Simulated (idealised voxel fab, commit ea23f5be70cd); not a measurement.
Process module under the name voxel gate over fins
Section shown: cut. Width: 225 nm. Cell size: 5 nm, square.
Cross-section layout: square cells on a grid; listed as bands, top to bottom; a band spans one or more cell rows.
Top, bottom (nm), then materials left to right with widths (nm); lone material tagged "everywhere" fills the whole band edge to edge; "air" = empty space.
Measure heights from 0. That's the level where, below it, the as-received wafer is all one material. The lowest band is bottomless and extends downward; write it as in "from 0 down".
Top row gets the first number, bottom row gets the second, and each row in between changes by the same step: that is how a band width like "30 to 40" works.
Key: "everything unchanged" - step with no changed cell in the cross-section.
Under "Closed void catalog" you'll find the enclosed gaps, the ones with no way out to the top, that are 8 cells or bigger; each reads width x height at distance, with distance counted from the left edge, everything in nm.
Past the settings on a step's line: simulator remark, on that step.
If you see "overlay nm" on a step's line and that step has a mask, it's telling you how far right of where it was planned the mask ended up; a negative number means it went left instead.

## Listed below are the process steps as planned
1 RECEIVE: material Si
2 CONFORMAL_DEP: material SiN, thk nm 5
3 PATTERN: tone cover, mask id FINS, material resist, width nm 15, pitch nm 45, thk nm 20, overlay nm 0
4 DIRECTIONAL_ETCH: etch materials SiN, depth nm 5
5 DIRECTIONAL_ETCH: etch materials Si, depth nm 35
6 STRIP: etch materials resist
7 OXIDIZE: depth nm 5
8 FILL_DEP: material SiO2, thk nm 5
9 CMP: height nm 5
10 SELECTIVE_ETCH: etch materials SiO2, depth nm 15
11 STRIP: etch materials SiN
12 CONFORMAL_DEP: material HfO2, thk nm 5
13 CONFORMAL_DEP: material TiN, thk nm 5
14 FILL_DEP: material W, thk nm 15
15 CMP: height nm 20
16 CONFORMAL_DEP: material SiN, thk nm 10

## Received-state cross-section, reflecting completion of step 1
  from 0 down  Si everywhere
  Closed void catalog: none

## End-of-module cross-section. Starting structure and process plan as above; one mistake made in running it
  from 30 to 20  SiN everywhere
  from 20 to 5  W everywhere
  from 5 to 0  60 of W | 15 of TiN | 30 of W | 15 of TiN | 30 of W | 15 of TiN | 60 of W
  from 0 to -5  60 of W | 5 of TiN | 5 of Si | 5 of TiN | 30 of W | 5 of TiN | 5 of Si | 5 of TiN | 30 of W | 5 of TiN | 5 of Si | 5 of TiN | 60 of W
  from -5 to -10  65 of TiN | 5 of Si | 40 of TiN | 5 of Si | 40 of TiN | 5 of Si | 65 of TiN
  from -10 to -40  65 of SiO2 | 5 of Si | 40 of SiO2 | 5 of Si | 40 of SiO2 | 5 of Si | 65 of SiO2
  from -40 down  Si everywhere
  Closed void catalog: none
what went wrong: step 12 was left out
